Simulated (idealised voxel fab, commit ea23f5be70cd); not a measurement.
voxel ribs on slabs: a process module
Section cut is 195 nm wide and gridded with 5 nm square cells.
Think of the cross-section as a grid of square cells. We describe it in bands, top to bottom, and each band covers one or more rows of those cells. Band entry format. Leading values: height of top, height of bottom, nm. Remainder: materials in left-to-right order, each with its width in nm. Special words: "edge to edge" on a single material, which then fills the band edge to edge; "blank", empty space. Basically, 0 is our baseline, since under it the wafer straight out of the box is all one material. The bottom band has no lower end and keeps on going down, so it looks like "0 -> down". The width entry "30 to 40" should be interpreted row by row: the top row of cells in the band takes the first number, the bottom row takes the second number, and the change between adjacent rows is uniform throughout. Step marked "nothing different"? Then no cell in the cross-section changed in it. Closed empty spaces (no open way to the top) of 8 cells or more are what "Unvented voids" lists, each as width x height at distance from the left edge, nm for all three. Read whatever lies past the settings on a step's line as the simulator's own remark about the step. A step's line can hold "overlay nm"; with a mask on that step, the setting says how far right of the planned place the mask lay, while a negative setting says it lay to the left.

SET OUT BELOW ARE THE PLANNED STEPS OF THE PROCESS
1. RECEIVE [material Si]
2. DIRECTIONAL_DEP [material SiO2] [thk nm 25]
3. DIRECTIONAL_DEP [material polySi] [thk nm 15]
4. DIRECTIONAL_DEP [material aC] [thk nm 15]
5. PATTERN [tone cover] [mask id RIB] [material resist] [width nm 15] [thk nm 35] [overlay nm 0]
6. DIRECTIONAL_ETCH [etch materials aC] [depth nm 15]
7. STRIP [etch materials resist]
8. DIRECTIONAL_ETCH [etch materials polySi] [depth nm 10]
9. STRIP [etch materials aC]
10. MASKED_ETCH [tone cover] [mask id SLAB] [width nm 45] [etch materials polySi] [depth nm 5] [overlay nm 0]
11. FILL_DEP [material SiO2] [thk nm 20]
12. CMP [height nm 50]
13. DIRECTIONAL_DEP [material W] [thk nm 5]
14. PATTERN [tone cover] [mask id HEATER] [material resist] [width nm 25] [thk nm 15] [overlay nm 0]
15. DIRECTIONAL_ETCH [etch materials W] [depth nm 5]
16. STRIP [etch materials resist]
17. CONFORMAL_DEP [material SiN] [thk nm 5]

FIRST OF TWO WAFERS: RUN AS PLANNED

STEP 1 COMPLETE: CROSS-SECTION OF THE WAFER AS RECEIVED
  0 -> down = Si edge to edge
  Unvented voids: none

CROSS-SECTION: WAFER STATE AFTER STEP 2
  25 -> 0 = SiO2 edge to edge
  No changes below 0.

CROSS-SECTION: WAFER STATE AFTER STEP 3
  40 -> 25 = polySi edge to edge
  No changes below 25.

CROSS-SECTION: WAFER STATE AFTER STEP 4
  55 -> 40 = aC edge to edge
  No changes below 40.

CROSS-SECTION: WAFER STATE AFTER STEP 5
  90 -> 55 = blank: 90; resist: 15; blank: 90
  No changes below 55.

CROSS-SECTION: WAFER STATE AFTER STEP 6
  75 -> 55 = blank: 90; resist: 15; blank: 90
  55 -> 40 = blank: 90; aC: 15; blank: 90
  No changes below 40.

CROSS-SECTION: WAFER STATE AFTER STEP 7
  55 -> 40 = blank: 90; aC: 15; blank: 90
  No changes below 40.

CROSS-SECTION: WAFER STATE AFTER STEP 8
  55 -> 40 = blank: 90; aC: 15; blank: 90
  40 -> 30 = blank: 90; polySi: 15; blank: 90
  No changes below 30.

CROSS-SECTION: WAFER STATE AFTER STEP 9
  40 -> 30 = blank: 90; polySi: 15; blank: 90
  No changes below 30.

CROSS-SECTION: WAFER STATE AFTER STEP 10
  40 -> 30 = blank: 90; polySi: 15; blank: 90
  30 -> 25 = blank: 75; polySi: 45; blank: 75
  No changes below 25.

CROSS-SECTION: WAFER STATE AFTER STEP 11
  60 -> 40 = SiO2 edge to edge
  40 -> 30 = SiO2: 90; polySi: 15; SiO2: 90
  30 -> 25 = SiO2: 75; polySi: 45; SiO2: 75
  No changes below 25.

CROSS-SECTION: WAFER STATE AFTER STEP 12
  50 -> 40 = SiO2 edge to edge
  No changes below 40.

CROSS-SECTION: WAFER STATE AFTER STEP 13
  55 -> 50 = W edge to edge
  No changes below 50.

CROSS-SECTION: WAFER STATE AFTER STEP 14
  70 -> 55 = blank: 85; resist: 25; blank: 85
  No changes below 55.

CROSS-SECTION: WAFER STATE AFTER STEP 15
  70 -> 55 = blank: 85; resist: 25; blank: 85
  55 -> 50 = blank: 85; W: 25; blank: 85
  No changes below 50.

CROSS-SECTION: WAFER STATE AFTER STEP 16
  55 -> 50 = blank: 85; W: 25; blank: 85
  No changes below 50.

CROSS-SECTION: WAFER STATE AFTER STEP 17
  60 -> 55 = blank: 80; SiN: 35; blank: 80
  55 -> 50 = SiN: 85; W: 25; SiN: 85
  No changes below 50.

SECOND WAFER (IDENTICAL START AND PLAN, ONE PROCESSING ERROR; MATCHES FIRST WAFER THROUGH STEP 4)

CROSS-SECTION OF THE SECOND WAFER WHEN, ACCORDING TO PLAN, STEP 5 SHOULD HAVE FINISHED
  90 -> 55 = blank: 85; resist: 25; blank: 85
  No changes below 55.

CROSS-SECTION OF THE SECOND WAFER WHEN, ACCORDING TO PLAN, STEP 6 SHOULD HAVE FINISHED
  75 -> 55 = blank: 85; resist: 25; blank: 85
  55 -> 40 = blank: 85; aC: 25; blank: 85
  No changes below 40.

CROSS-SECTION OF THE SECOND WAFER WHEN, ACCORDING TO PLAN, STEP 7 SHOULD HAVE FINISHED
  55 -> 40 = blank: 85; aC: 25; blank: 85
  No changes below 40.

CROSS-SECTION OF THE SECOND WAFER WHEN, ACCORDING TO PLAN, STEP 8 SHOULD HAVE FINISHED
  55 -> 40 = blank: 85; aC: 25; blank: 85
  40 -> 30 = blank: 85; polySi: 25; blank: 85
  No changes below 30.

CROSS-SECTION OF THE SECOND WAFER WHEN, ACCORDING TO PLAN, STEP 9 SHOULD HAVE FINISHED
  40 -> 30 = blank: 85; polySi: 25; blank: 85
  No changes below 30.

CROSS-SECTION OF THE SECOND WAFER WHEN, ACCORDING TO PLAN, STEP 10 SHOULD HAVE FINISHED
  40 -> 30 = blank: 85; polySi: 25; blank: 85
  30 -> 25 = blank: 75; polySi: 45; blank: 75
  No changes below 25.

CROSS-SECTION OF THE SECOND WAFER WHEN, ACCORDING TO PLAN, STEP 11 SHOULD HAVE FINISHED
  60 -> 40 = SiO2 edge to edge
  40 -> 30 = SiO2: 85; polySi: 25; SiO2: 85
  30 -> 25 = SiO2: 75; polySi: 45; SiO2: 75
  No changes below 25.

CROSS-SECTION OF THE SECOND WAFER WHEN, ACCORDING TO PLAN, STEP 12 SHOULD HAVE FINISHED
  50 -> 40 = SiO2 edge to edge
  No changes below 40.

CROSS-SECTION OF THE SECOND WAFER WHEN, ACCORDING TO PLAN, STEP 13 SHOULD HAVE FINISHED
  55 -> 50 = W edge to edge
  No changes below 50.

CROSS-SECTION OF THE SECOND WAFER WHEN, ACCORDING TO PLAN, STEP 14 SHOULD HAVE FINISHED
  70 -> 55 = blank: 85; resist: 25; blank: 85
  No changes below 55.

CROSS-SECTION OF THE SECOND WAFER WHEN, ACCORDING TO PLAN, STEP 15 SHOULD HAVE FINISHED
  70 -> 55 = blank: 85; resist: 25; blank: 85
  55 -> 50 = blank: 85; W: 25; blank: 85
  No changes below 50.

CROSS-SECTION OF THE SECOND WAFER WHEN, ACCORDING TO PLAN, STEP 16 SHOULD HAVE FINISHED
  55 -> 50 = blank: 85; W: 25; blank: 85
  No changes below 50.

CROSS-SECTION OF THE SECOND WAFER WHEN, ACCORDING TO PLAN, STEP 17 SHOULD HAVE FINISHED
  60 -> 55 = blank: 80; SiN: 35; blank: 80
  55 -> 50 = SiN: 85; W: 25; SiN: 85
  No changes below 50.
Run error: step 5 did not use the planned setting and instead ran as PATTERN [tone cover] [mask id RIB] [material resist] [width nm 25] [thk nm 35] [overlay nm 0]
It is noted that, at the conclusion of processing, the second wafer exhibits a higher or lower cell count for certain materials relative to the first: 4 fewer of SiO2; 4 more of polySi
